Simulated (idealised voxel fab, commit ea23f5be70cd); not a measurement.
Herein follows the process module entitled voxel wiring stack.
Xsec cut, 150 nm wide, square cell size 5 nm.
In what follows, cross-sections appear as grids of square cells, described through bands that run from the top down, where every band is one or more rows of cells.
Band: top height; bottom height; in nm. Then, left to right: material with width in nm, for each material. "full width": a single material spanning edge to edge. "empty": empty space.
A quick word on heights: they are counted from 0, and under that level the wafer as it came to us is one material throughout. The lowest band is different from the rest in having no bottom; it simply continues downward, written as in "z 0 and below".
The width entry "30 to 40" should be interpreted row by row: the top row of cells in the band takes the first number, the bottom row takes the second number, and the change between adjacent rows is uniform throughout.
It should be understood that the words "no alteration", when stated for a given step, signify that the cross-section underwent no change in any of its cells during that step.
So "Enclosed empty spaces" is basically the list of trapped voids: any empty space of 8 cells or more that can't reach the top through an opening. They're written width x height at distance, the distance being from the left edge, and it's all nm.
Post-settings text on a step line: simulator's own remark regarding the step.
The line of a step may include "overlay nm". On a step with a mask, this value is how far to the right of its planned place the mask lay. A negative value means the mask lay to the left.

Here's what the planned process steps look like
1. RECEIVE, material Si
2. CONFORMAL_DEP, material SiO2, thk nm 15
3. DIRECTIONAL_DEP, material TiN, thk nm 5
4. DIRECTIONAL_DEP, material Ru, thk nm 15
5. MASKED_ETCH, tone cover, mask id METAL_1, width nm 25, pitch nm 45, etch materials Ru, depth nm 15, overlay nm 0
6. MASKED_ETCH, tone cover, mask id METAL_1, width nm 25, pitch nm 45, etch materials TiN, depth nm 5, overlay nm 0
7. CONFORMAL_DEP, material SiN, thk nm 5
8. FILL_DEP, material lowk, thk nm 5
9. CMP, height nm 35
10. CONFORMAL_DEP, material SiCN, thk nm 5
11. DIRECTIONAL_DEP, material SiO2, thk nm 15
12. MASKED_ETCH, tone open, mask id PLUG_1, width nm 15, pitch nm 90, etch materials SiO2, depth nm 15, overlay nm 0
13. MASKED_ETCH, tone open, mask id PLUG_1, width nm 15, pitch nm 90, etch materials SiCN, depth nm 5, overlay nm 0
14. CONFORMAL_DEP, material TiN, thk nm 5
15. FILL_DEP, material Cu, thk nm 10
16. CMP, height nm 55
17. CONFORMAL_DEP, material SiCN, thk nm 5
18. DIRECTIONAL_DEP, material lowk, thk nm 15
19. DIRECTIONAL_DEP, material aC, thk nm 15
20. PATTERN, tone open, mask id METAL_2, material resist, width nm 15, pitch nm 45, thk nm 30, overlay nm 0
21. DIRECTIONAL_ETCH, etch materials aC, depth nm 15
22. STRIP, etch materials resist
23. DIRECTIONAL_ETCH, etch materials lowk, depth nm 15
24. DIRECTIONAL_ETCH, etch materials SiCN, depth nm 5
25. STRIP, etch materials aC
26. CONFORMAL_DEP, material TiN, thk nm 5
27. FILL_DEP, material Ru, thk nm 10
28. CMP, height nm 75
29. CONFORMAL_DEP, material SiCN, thk nm 5
30. DIRECTIONAL_DEP, material SiO2, thk nm 35
31. MASKED_ETCH, tone open, mask id METAL_3_HOLES, width nm 15, pitch nm 45, etch materials SiO2, depth nm 35, overlay nm 0
32. PATTERN, tone open, mask id METAL_3, material resist, width nm 25, pitch nm 45, thk nm 15, overlay nm 0
33. DIRECTIONAL_ETCH, etch materials SiO2, depth nm 20
34. DIRECTIONAL_ETCH, etch materials SiCN, depth nm 5
35. STRIP, etch materials resist
36. CONFORMAL_DEP, material TiN, thk nm 5
37. FILL_DEP, material Cu, thk nm 5
38. CMP, height nm 115
39. CONFORMAL_DEP, material SiN, thk nm 5
Don't read the plan's width nm for step 20 as applying to every wafer: that's the first wafer's value, and the wafers differ in it, though they all start identical.

As-received cross-section, first of several wafers, post step 1
> z 0 and below | Si full width
> Enclosed empty spaces: none

The following table contains a row per wafer, in which are reported, at the conclusion of the module, the cells of each material gained (+) or lost (-) since the wafer's receipt, with its closed voids given thereafter
width nm 15, +45 Cu, +54 Ru, +66 SiCN, +63 SiN, +285 SiO2, +117 TiN, +90 lowk, Enclosed empty spaces: none
width nm 20, +45 Cu, +63 Ru, +63 SiCN, +63 SiN, +285 SiO2, +120 TiN, +81 lowk, Enclosed empty spaces: none
width nm 25, +45 Cu, +72 Ru, +60 SiCN, +63 SiN, +285 SiO2, +123 TiN, +72 lowk, Enclosed empty spaces: none
width nm 30, +45 Cu, +81 Ru, +57 SiCN, +63 SiN, +285 SiO2, +126 TiN, +63 lowk, Enclosed empty spaces: none
